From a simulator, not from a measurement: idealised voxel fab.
Proc. module: voxel wiring stack
Xsec cut, 205 nm wide, square cell size 5 nm.
A cross-section is a grid of square cells, given in bands from the top down. A band is one or more rows of cells.
Heights first: top, then bottom, in nm. Then materials, left to right, each with a width in nm. "throughout" on a single material: fills the band edge to edge. "air": empty space.
A quick word on heights: they are counted from 0, and under that level the wafer as it came to us is one material throughout. The lowest band is different from the rest in having no bottom; it simply continues downward, written as in "0 and below".
Width spec "30->40" -> top row of cells at first value, bottom row at second value, equal per-row change in between.
You'll sometimes find "no modification" written for a step, and that's the way of saying that nowhere in the cross-section did a cell change during that step.
In "Sealed internal voids" the enclosed voids are listed, meaning empty spaces of 8 cells or larger without any opening to the top. The form is width x height at distance, distance from the left edge, units nm.
If you see something after the settings on a step's line, that's the simulator's own remark about that step.
For masked steps, "overlay nm" on the step line gives how far right of plan the mask actually lay; a minus sign means it lay to the left.

## This section lists the process steps that were planned
1,RECEIVE | material Si
2,CONFORMAL_DEP | material SiO2 | thk nm 15
3,DIRECTIONAL_DEP | material TiN | thk nm 5
4,DIRECTIONAL_DEP | material W | thk nm 25
5,PATTERN | tone cover | mask id METAL_1 | material resist | width nm 30 | pitch nm 55 | thk nm 15 | overlay nm 0
6,DIRECTIONAL_ETCH | etch materials W | depth nm 25
7,DIRECTIONAL_ETCH | etch materials TiN | depth nm 5
8,STRIP | etch materials resist
9,FILL_DEP | material lowk | thk nm 5
10,CMP | height nm 45
11,CONFORMAL_DEP | material SiCN | thk nm 5
12,DIRECTIONAL_DEP | material SiO2 | thk nm 20
13,DIRECTIONAL_DEP | material aC | thk nm 10
14,PATTERN | tone open | mask id PLUG_1 | material resist | width nm 15 | pitch nm 110 | thk nm 30 | overlay nm 0
15,DIRECTIONAL_ETCH | etch materials aC | depth nm 10
16,STRIP | etch materials resist
17,DIRECTIONAL_ETCH | etch materials SiO2 | depth nm 20
18,DIRECTIONAL_ETCH | etch materials SiCN | depth nm 5
19,STRIP | etch materials aC
20,CONFORMAL_DEP | material TiN | thk nm 5
21,FILL_DEP | material W | thk nm 5
22,CMP | height nm 70
23,DIRECTIONAL_DEP | material TiN | thk nm 5
24,DIRECTIONAL_DEP | material W | thk nm 15
25,PATTERN | tone cover | mask id METAL_2 | material resist | width nm 30 | pitch nm 55 | thk nm 20 | overlay nm 0
26,DIRECTIONAL_ETCH | etch materials W | depth nm 15
27,DIRECTIONAL_ETCH | etch materials TiN | depth nm 5
28,STRIP | etch materials resist
29,FILL_DEP | material SiO2 | thk nm 10
30,CMP | height nm 90
31,CONFORMAL_DEP | material SiCN | thk nm 5
32,DIRECTIONAL_DEP | material lowk | thk nm 30
33,PATTERN | tone open | mask id METAL_3_HOLES | material resist | width nm 15 | pitch nm 55 | thk nm 20 | overlay nm 0
34,DIRECTIONAL_ETCH | etch materials lowk | depth nm 30
35,STRIP | etch materials resist
36,MASKED_ETCH | tone open | mask id METAL_3 | width nm 30 | pitch nm 55 | etch materials lowk | depth nm 15 | overlay nm 0
37,MASKED_ETCH | tone open | mask id METAL_3 | width nm 30 | pitch nm 55 | etch materials SiCN | depth nm 5 | overlay nm 0
38,CONFORMAL_DEP | material TiN | thk nm 5
39,FILL_DEP | material Ru | thk nm 10
40,CMP | height nm 125
41,CONFORMAL_DEP | material SiN | thk nm 5

## The first wafer of two, processed as planned

## Cross-section, incoming material, after step 1
  0 and below | Si throughout
  Sealed internal voids: none

## after step 2
  15 down to 0 | SiO2 throughout
  All layers under 0 are left as they were.

## after step 3
  20 down to 15 | TiN throughout
  All layers under 15 are left as they were.

## after step 4
  45 down to 20 | W throughout
  All layers under 20 are left as they were.

## after step 5
  60 down to 45 | air 30, then resist 30, then air 25, then resist 30, then air 25, then resist 30, then air 35
  All layers under 45 are left as they were.

## after step 6
  60 down to 45 | air 30, then resist 30, then air 25, then resist 30, then air 25, then resist 30, then air 35
  45 down to 20 | air 30, then W 30, then air 25, then W 30, then air 25, then W 30, then air 35
  All layers under 20 are left as they were.

## after step 7
  60 down to 45 | air 30, then resist 30, then air 25, then resist 30, then air 25, then resist 30, then air 35
  45 down to 20 | air 30, then W 30, then air 25, then W 30, then air 25, then W 30, then air 35
  20 down to 15 | air 30, then TiN 30, then air 25, then TiN 30, then air 25, then TiN 30, then air 35
  All layers under 15 are left as they were.

## after step 8
  45 down to 20 | air 30, then W 30, then air 25, then W 30, then air 25, then W 30, then air 35
  All layers under 20 are left as they were.

## after step 9
  50 down to 45 | lowk throughout
  45 down to 20 | lowk 30, then W 30, then lowk 25, then W 30, then lowk 25, then W 30, then lowk 35
  20 down to 15 | lowk 30, then TiN 30, then lowk 25, then TiN 30, then lowk 25, then TiN 30, then lowk 35
  All layers under 15 are left as they were.

## after step 10
  45 down to 20 | lowk 30, then W 30, then lowk 25, then W 30, then lowk 25, then W 30, then lowk 35
  All layers under 20 are left as they were.

## after step 11
  50 down to 45 | SiCN throughout
  All layers under 45 are left as they were.

## after step 12
  70 down to 50 | SiO2 throughout
  All layers under 50 are left as they were.

## after step 13
  80 down to 70 | aC throughout
  All layers under 70 are left as they were.

## after step 14
  110 down to 80 | resist 30, then air 15, then resist 95, then air 15, then resist 50
  All layers under 80 are left as they were.

## after step 15
  100 down to 80 | resist 30, then air 15, then resist 95, then air 15, then resist 50
  80 down to 70 | aC 30, then air 15, then aC 95, then air 15, then aC 50
  All layers under 70 are left as they were.

## after step 16
  80 down to 70 | aC 30, then air 15, then aC 95, then air 15, then aC 50
  All layers under 70 are left as they were.

## after step 17
  80 down to 70 | aC 30, then air 15, then aC 95, then air 15, then aC 50
  70 down to 50 | SiO2 30, then air 15, then SiO2 95, then air 15, then SiO2 50
  All layers under 50 are left as they were.

## after step 18
  80 down to 70 | aC 30, then air 15, then aC 95, then air 15, then aC 50
  70 down to 50 | SiO2 30, then air 15, then SiO2 95, then air 15, then SiO2 50
  50 down to 45 | SiCN 30, then air 15, then SiCN 95, then air 15, then SiCN 50
  All layers under 45 are left as they were.

## after step 19
  70 down to 50 | SiO2 30, then air 15, then SiO2 95, then air 15, then SiO2 50
  All layers under 50 are left as they were.

## after step 20
  75 down to 70 | TiN 35, then air 5, then TiN 105, then air 5, then TiN 55
  70 down to 50 | SiO2 30, then TiN 5, then air 5, then TiN 5, then SiO2 95, then TiN 5, then air 5, then TiN 5, then SiO2 50
  50 down to 45 | SiCN 30, then TiN 15, then SiCN 95, then TiN 15, then SiCN 50
  All layers under 45 are left as they were.

## after step 21
  80 down to 75 | W throughout
  75 down to 70 | TiN 35, then W 5, then TiN 105, then W 5, then TiN 55
  70 down to 50 | SiO2 30, then TiN 5, then W 5, then TiN 5, then SiO2 95, then TiN 5, then W 5, then TiN 5, then SiO2 50
  All layers under 50 are left as they were.

## after step 22
  70 down to 50 | SiO2 30, then TiN 5, then W 5, then TiN 5, then SiO2 95, then TiN 5, then W 5, then TiN 5, then SiO2 50
  All layers under 50 are left as they were.

## after step 23
  75 down to 70 | TiN throughout
  All layers under 70 are left as they were.

## after step 24
  90 down to 75 | W throughout
  All layers under 75 are left as they were.

## after step 25
  110 down to 90 | air 30, then resist 30, then air 25, then resist 30, then air 25, then resist 30, then air 35
  All layers under 90 are left as they were.

## after step 26
  110 down to 90 | air 30, then resist 30, then air 25, then resist 30, then air 25, then resist 30, then air 35
  90 down to 75 | air 30, then W 30, then air 25, then W 30, then air 25, then W 30, then air 35
  All layers under 75 are left as they were.

## after step 27
  110 down to 90 | air 30, then resist 30, then air 25, then resist 30, then air 25, then resist 30, then air 35
  90 down to 75 | air 30, then W 30, then air 25, then W 30, then air 25, then W 30, then air 35
  75 down to 70 | air 30, then TiN 30, then air 25, then TiN 30, then air 25, then TiN 30, then air 35
  All layers under 70 are left as they were.

## after step 28
  90 down to 75 | air 30, then W 30, then air 25, then W 30, then air 25, then W 30, then air 35
  All layers under 75 are left as they were.

## after step 29
  100 down to 90 | SiO2 throughout
  90 down to 75 | SiO2 30, then W 30, then SiO2 25, then W 30, then SiO2 25, then W 30, then SiO2 35
  75 down to 70 | SiO2 30, then TiN 30, then SiO2 25, then TiN 30, then SiO2 25, then TiN 30, then SiO2 35
  All layers under 70 are left as they were.

## after step 30
  90 down to 75 | SiO2 30, then W 30, then SiO2 25, then W 30, then SiO2 25, then W 30, then SiO2 35
  All layers under 75 are left as they were.

## after step 31
  95 down to 90 | SiCN throughout
  All layers under 90 are left as they were.

## after step 32
  125 down to 95 | lowk throughout
  All layers under 95 are left as they were.

## after step 33
  145 down to 125 | resist 30, then air 15, then resist 40, then air 15, then resist 40, then air 15, then resist 50
  All layers under 125 are left as they were.

## after step 34
  145 down to 125 | resist 30, then air 15, then resist 40, then air 15, then resist 40, then air 15, then resist 50
  125 down to 95 | lowk 30, then air 15, then lowk 40, then air 15, then lowk 40, then air 15, then lowk 50
  All layers under 95 are left as they were.

## after step 35
  125 down to 95 | lowk 30, then air 15, then lowk 40, then air 15, then lowk 40, then air 15, then lowk 50
  All layers under 95 are left as they were.

## after step 36
  125 down to 110 | lowk 30, then air 30, then lowk 25, then air 30, then lowk 25, then air 30, then lowk 35
  All layers under 110 are left as they were.

## after step 37
  125 down to 110 | lowk 30, then air 30, then lowk 25, then air 30, then lowk 25, then air 30, then lowk 35
  110 down to 95 | lowk 30, then air 15, then lowk 40, then air 15, then lowk 40, then air 15, then lowk 50
  95 down to 90 | SiCN 30, then air 15, then SiCN 40, then air 15, then SiCN 40, then air 15, then SiCN 50
  All layers under 90 are left as they were.

## after step 38
  130 down to 125 | TiN 35, then air 20, then TiN 35, then air 20, then TiN 35, then air 20, then TiN 40
  125 down to 115 | lowk 30, then TiN 5, then air 20, then TiN 5, then lowk 25, then TiN 5, then air 20, then TiN 5, then lowk 25, then TiN 5, then air 20, then TiN 5, then lowk 35
  115 down to 110 | lowk 30, then TiN 5, then air 5, then TiN 20, then lowk 25, then TiN 5, then air 5, then TiN 20, then lowk 25, then TiN 5, then air 5, then TiN 20, then lowk 35
  110 down to 95 | lowk 30, then TiN 5, then air 5, then TiN 5, then lowk 40, then TiN 5, then air 5, then TiN 5, then lowk 40, then TiN 5, then air 5, then TiN 5, then lowk 50
  95 down to 90 | SiCN 30, then TiN 15, then SiCN 40, then TiN 15, then SiCN 40, then TiN 15, then SiCN 50
  All layers under 90 are left as they were.

## after step 39
  140 down to 130 | Ru throughout
  130 down to 125 | TiN 35, then Ru 20, then TiN 35, then Ru 20, then TiN 35, then Ru 20, then TiN 40
  125 down to 115 | lowk 30, then TiN 5, then Ru 20, then TiN 5, then lowk 25, then TiN 5, then Ru 20, then TiN 5, then lowk 25, then TiN 5, then Ru 20, then TiN 5, then lowk 35
  115 down to 110 | lowk 30, then TiN 5, then Ru 5, then TiN 20, then lowk 25, then TiN 5, then Ru 5, then TiN 20, then lowk 25, then TiN 5, then Ru 5, then TiN 20, then lowk 35
  110 down to 95 | lowk 30, then TiN 5, then Ru 5, then TiN 5, then lowk 40, then TiN 5, then Ru 5, then TiN 5, then lowk 40, then TiN 5, then Ru 5, then TiN 5, then lowk 50
  All layers under 95 are left as they were.

## after step 40
  125 down to 115 | lowk 30, then TiN 5, then Ru 20, then TiN 5, then lowk 25, then TiN 5, then Ru 20, then TiN 5, then lowk 25, then TiN 5, then Ru 20, then TiN 5, then lowk 35
  All layers under 115 are left as they were.

## after step 41
  130 down to 125 | SiN throughout
  All layers under 125 are left as they were.

## Second wafer - shared start and plan with the first - one error in running - same as the first up to step 31 inclusive

## At the planned end of step 32, the second wafer in cross-section
  125 down to 95 | SiO2 throughout
  All layers under 95 are left as they were.

## At the planned end of step 33, the second wafer in cross-section
  145 down to 125 | resist 30, then air 15, then resist 40, then air 15, then resist 40, then air 15, then resist 50
  All layers under 125 are left as they were.

At the planned end of step 34, the second wafer in cross-section: no modification

## At the planned end of step 35, the second wafer in cross-section
  125 down to 95 | SiO2 throughout
  All layers under 95 are left as they were.

At the planned end of step 36, the second wafer in cross-section: no modification

At the planned end of step 37, the second wafer in cross-section: no modification

## At the planned end of step 38, the second wafer in cross-section
  130 down to 125 | TiN throughout
  All layers under 125 are left as they were.

## At the planned end of step 39, the second wafer in cross-section
  140 down to 130 | Ru throughout
  All layers under 130 are left as they were.

## At the planned end of step 40, the second wafer in cross-section
  125 down to 95 | SiO2 throughout
  All layers under 95 are left as they were.

## At the planned end of step 41, the second wafer in cross-section
  130 down to 125 | SiN throughout
  All layers under 125 are left as they were.
What went wrong in running the wafer? so step 32 ended up running with a different setting than we planned, it ran as DIRECTIONAL_DEP | material SiO2 | thk nm 30
Per the end-of-run cell counts, the second wafer holds more or fewer of some materials than the first: Ru -36, SiCN +9, SiO2 +246, TiN -54, lowk -165
